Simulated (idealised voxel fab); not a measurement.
Title: Process Module voxel tone inversion
Pictured: cross-section cut, 165 nm wide, on a grid of 5 nm square cells.
For the purposes of this document, a cross-section shall be understood as a grid of square cells, specified as bands listed in top-to-bottom order, each band consisting of one or more rows of cells. Look at the band entry: it leads with the top's height and the bottom's height in nm. Then it lists the materials left to right, with a width in nm for each. The word "full width" on a single material says that material fills the band edge to edge. The word "empty" is empty space. Where do heights start? At 0: under that level the wafer as delivered is made of one material only. And the lowest band has no floor; it just carries on downward, as in "0..down". Width: "30->40" (first number = top row, second number = bottom row, same change from row to row of cells). The designation "stayed the same", where it is given for a processing step, indicates that no cell of the cross-section was altered in the course of that step. "Entrapped voids" means: voids of 8 cells or more that are shut off from the top with no open way through. Written width x height at distance, distance from the left edge, in nm. The remark found on a step's line after its settings is issued by the simulator itself and pertains to that step. Steps that use a mask can have "overlay nm" on their line. It says how far the mask sat to the right of where it was meant to be. Negative means to the left.

Planned step list for the process:
1) RECEIVE,material Si
2) CONFORMAL_DEP,material SiN,thk nm 5
3) DIRECTIONAL_DEP,material aC,thk nm 20
4) PATTERN,tone cover,mask id POSTS,material resist,width nm 15,pitch nm 30,thk nm 30,overlay nm 0
5) DIRECTIONAL_ETCH,etch materials aC,depth nm 20
6) STRIP,etch materials resist
7) FILL_DEP,material lowk,thk nm 5
8) CMP,height nm 25
9) STRIP,etch materials aC

Cross-sectional view of the wafer in its as-received condition, corresponding to the state after step 1:
* 0..down = Si full width
* Entrapped voids: none

a wafer at the end: this start, this plan, one mistake:
* 25..5 = empty=30, then aC=15, then empty=15, then aC=15, then empty=15, then aC=15, then empty=15, then aC=15, then empty=30
* 5..0 = SiN full width
* 0..down = Si full width
* Entrapped voids: none
So what did we get wrong on this run? it should be noted that step 9 was executed with settings other than those planned, the operation and settings actually applied being STRIP,etch materials lowk
